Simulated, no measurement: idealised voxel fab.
process module | voxel gate over fins
cross-section cut | 190 nm wide | cells 5 nm
A cross-section is a grid of square cells, given in bands from the top down. A band is one or more rows of cells.
Each band's line starts with the height of the band's top and of its bottom, in nm. Then come its materials from left to right, each with its width in nm. One material with "throughout" fills the band from edge to edge. "air" is empty space.
Height 0 is the level under which the wafer as received is all one material. The lowest band goes on downwards, as in "0 down".
A width such as "30 to 40" changes by the same amount from each row of cells to the next, from the band's top row to its bottom row.
"no change" after a step means that no cell of the cross-section changed.
closed voids: empty space of 8 cells or more with no open way to the top, each as width x height at its distance from the left edge, in nm
after a step's settings: what the simulator itself notes on the step
overlay nm, on a step with a mask: how far to the right of its planned place the mask lay; to the left if negative
plan
1 op RECEIVE | material Si
2 op CONFORMAL_DEP | material SiN | thk nm 5
3 op DIRECTIONAL_DEP | material aC | thk nm 15
4 op PATTERN | tone cover | mask id FINS | material resist | width nm 15 | pitch nm 40 | thk nm 30 | overlay nm -15
5 op DIRECTIONAL_ETCH | etch materials aC | depth nm 15
6 op STRIP | etch materials resist
7 op DIRECTIONAL_ETCH | etch materials SiN | depth nm 5
8 op DIRECTIONAL_ETCH | etch materials Si | depth nm 35
9 op STRIP | etch materials aC
10 op FILL_DEP | material SiO2 | thk nm 15
11 op CMP | height nm 5
12 op SELECTIVE_ETCH | etch materials SiO2 | depth nm 15
13 op STRIP | etch materials SiN
14 op CONFORMAL_DEP | material HfO2 | thk nm 5
15 op CONFORMAL_DEP | material TiN | thk nm 5
16 op FILL_DEP | material W | thk nm 15
17 op CMP | height nm 20
18 op CONFORMAL_DEP | material SiN | thk nm 10
varied across the wafers: overlay nm of step 4. The plan shows the first wafer's value. All wafers start alike
first wafer as received, after step 1
  0 down: Si throughout
  closed voids: none
first wafer at the end, after step 18
  30 to 20: SiN throughout
  20 to 10: W throughout
  10 to 5: W 40 | TiN 35 | W 5 | TiN 35 | W 75
  5 to 0: W 40 | TiN 5 | HfO2 25 | TiN 5 | W 5 | TiN 5 | HfO2 25 | TiN 5 | W 75
  0 to -5: TiN 45 | HfO2 5 | Si 15 | HfO2 5 | TiN 15 | HfO2 5 | Si 15 | HfO2 5 | TiN 80
  -5 to -10: HfO2 50 | Si 15 | HfO2 25 | Si 15 | HfO2 85
  -10 to -35: SiO2 50 | Si 15 | SiO2 25 | Si 15 | SiO2 85
  -35 down: Si throughout
  closed voids: none
last wafer at the end
  30 to 20: SiN throughout
  20 to 10: W throughout
  10 to 5: W 70 | TiN 35 | W 5 | TiN 35 | W 45
  5 to 0: W 70 | TiN 5 | HfO2 25 | TiN 5 | W 5 | TiN 5 | HfO2 25 | TiN 5 | W 45
  0 to -5: TiN 75 | HfO2 5 | Si 15 | HfO2 5 | TiN 15 | HfO2 5 | Si 15 | HfO2 5 | TiN 50
  -5 to -10: HfO2 80 | Si 15 | HfO2 25 | Si 15 | HfO2 55
  -10 to -35: SiO2 80 | Si 15 | SiO2 25 | Si 15 | SiO2 55
  -35 down: Si throughout
  closed voids: none
each wafer at the end: cells of each material gained (+) or lost (-) since it was received, then its closed voids
overlay nm -15 | +46 HfO2 | -224 Si | +76 SiN | +160 SiO2 | +46 TiN | +124 W | closed voids: none
overlay nm -10 | +46 HfO2 | -224 Si | +76 SiN | +160 SiO2 | +46 TiN | +124 W | closed voids: none
overlay nm -5 | +46 HfO2 | -224 Si | +76 SiN | +160 SiO2 | +46 TiN | +124 W | closed voids: none
overlay nm 0 | +46 HfO2 | -224 Si | +76 SiN | +160 SiO2 | +46 TiN | +124 W | closed voids: none
overlay nm 5 | +46 HfO2 | -224 Si | +76 SiN | +160 SiO2 | +46 TiN | +124 W | closed voids: none
overlay nm 10 | +46 HfO2 | -224 Si | +76 SiN | +160 SiO2 | +46 TiN | +124 W | closed voids: none
overlay nm 15 | +46 HfO2 | -224 Si | +76 SiN | +160 SiO2 | +46 TiN | +124 W | closed voids: none
